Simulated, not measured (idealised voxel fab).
A process module follows: voxel spacer lines.
The width of the displayed cross-section, cut, is 150 nm; its cells are square, with a size of 5 nm.
Bands, listed from the top down, are how a cross-section gets written in this document; the cross-section itself is a grid of square cells, and a band is one or more rows of them.
Each band's line starts with the height of the band's top and of its bottom, in nm. Then come its materials from left to right, each with its width in nm. One material with "full width" fills the band from edge to edge. "empty" is empty space.
For the purposes of this specification, 0 denotes the height below which the wafer in its as-received condition is composed wholly of one material, and the lowermost band, lacking a lower limit, extends downward without end, as expressed in "0 nm and below".
When a width is written as two numbers, as in "30->40", the first number is the width in the top row of cells of the band and the second is the width in its bottom row, and the width changes by the same amount from each row to the next.
Reading "no modification" for a step: not a cell of the cross-section changed in it.
If an empty space has no open way to the top and is at least 8 cells in size, "Closed voids list" lists it, written width x height at distance, where distance is measured from the left edge and every value is in nm.
Where a step's line continues beyond its settings, the continuation is a remark by the simulator itself on that step.
A step's line can hold "overlay nm"; with a mask on that step, the setting says how far right of the planned place the mask lay, while a negative setting says it lay to the left.
**Process steps foreseen in the plan**
1 RECEIVE (material Si)
2 CONFORMAL_DEP (material Al2O3; thk nm 5)
3 DIRECTIONAL_DEP (material W; thk nm 10)
4 DIRECTIONAL_DEP (material polySi; thk nm 20)
5 PATTERN (tone cover; mask id MANDREL; material resist; width nm 15; pitch nm 50; thk nm 25; overlay nm 0)
6 DIRECTIONAL_ETCH (etch materials polySi; depth nm 20)
7 STRIP (etch materials resist)
8 CONFORMAL_DEP (material SiN; thk nm 10)
9 DIRECTIONAL_ETCH (etch materials SiN; depth nm 10)
10 STRIP (etch materials polySi)
11 DIRECTIONAL_ETCH (etch materials W; depth nm 10)
12 STRIP (etch materials SiN)
13 FILL_DEP (material SiO2; thk nm 5)
14 CMP (height nm 15)
**So this is the incoming wafer in cross-section - it's already been through step 1**
* 0 nm and below: Si full width
* Closed voids list: none
**Figure: cross-sectional view of the wafer upon completion of the module, processed from the initial state and according to the plan depicted above, with one error introduced during execution**
* 15 nm to 5 nm: SiO2: 30, W: 10, SiO2: 20, W: 10, SiO2: 10, W: 10, SiO2: 20, W: 10, SiO2: 30
* 5 nm to 0 nm: Al2O3 full width
* 0 nm and below: Si full width
* Closed voids list: none
Where did the run depart from the plan? contrary to plan, step 5 was performed as PATTERN (tone cover; mask id MANDREL; material resist; width nm 20; pitch nm 50; thk nm 25; overlay nm 0)
